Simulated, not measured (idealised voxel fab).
This is a process module. Its name is voxel double patterning.
Shown is cross-section cut, with a width of 190 nm and square cells of size 5 nm.
Notation: cross-section as square-cell grid; stated in bands, top first, going down; one or more cell rows per band. Look at the band entry: it leads with the top's height and the bottom's height in nm. Then it lists the materials left to right, with a width in nm for each. The word "everywhere" on a single material says that material fills the band edge to edge. The word "blank" is empty space. Height is counted from the level 0, under which the received wafer is composed throughout of one material. The lowest of the bands is not closed at the bottom but continues downward, in the notation "0..down". So if you see something like "30->40" for the width, read it as the top row of the band sitting at the first number and the bottom row at the second, with every row in between moving by the same amount as the last. The designation "identical to before", where it is given for a processing step, indicates that no cell of the cross-section was altered in the course of that step. "Closed void inventory" contains a list of empty spaces, each no smaller than 8 cells and without an open way to the top, written in the form width x height at distance with the distance from the left edge and all three in nm. It should be noted that, on the line of a given step, the content following the step's settings is a remark produced by the simulator itself with respect to that step. overlay nm: mask right of planned place by this much (step with mask). Neg. = left.

[Here's what the planned process steps look like]
1: RECEIVE | material Si
2: CONFORMAL_DEP | material SiO2 | thk nm 5
3: DIRECTIONAL_DEP | material TiN | thk nm 10
4: DIRECTIONAL_DEP | material SiN | thk nm 10
5: DIRECTIONAL_DEP | material aC | thk nm 15
6: PATTERN | tone open | mask id FIRST | material resist | width nm 15 | pitch nm 50 | thk nm 30 | overlay nm 0
7: DIRECTIONAL_ETCH | etch materials aC | depth nm 15
8: STRIP | etch materials resist
9: DIRECTIONAL_ETCH | etch materials SiN | depth nm 10
10: STRIP | etch materials aC
11: DIRECTIONAL_DEP | material aC | thk nm 15
12: PATTERN | tone open | mask id SECOND | material resist | width nm 15 | thk nm 30 | overlay nm 0
13: DIRECTIONAL_ETCH | etch materials aC | depth nm 15
14: STRIP | etch materials resist
15: DIRECTIONAL_ETCH | etch materials SiN | depth nm 10
16: STRIP | etch materials aC
17: DIRECTIONAL_ETCH | etch materials TiN | depth nm 10
18: STRIP | etch materials SiN

[So this is the incoming wafer in cross-section - it's already been through step 1]
> 0..down | Si everywhere
> Closed void inventory: none

[The module was run from the start shown above using the plan shown above, but one mistake was made doing it; the resulting wafer cross-section is below]
> 10..5 | TiN 60 / blank 15 / TiN 10 / blank 15 / TiN 10 / blank 15 / TiN 65
> 5..0 | SiO2 everywhere
> 0..down | Si everywhere
> Closed void inventory: none
In executing the process, a mistake was made relative to the plan: step 3 did not use the planned setting and instead ran as DIRECTIONAL_DEP | material TiN | thk nm 5
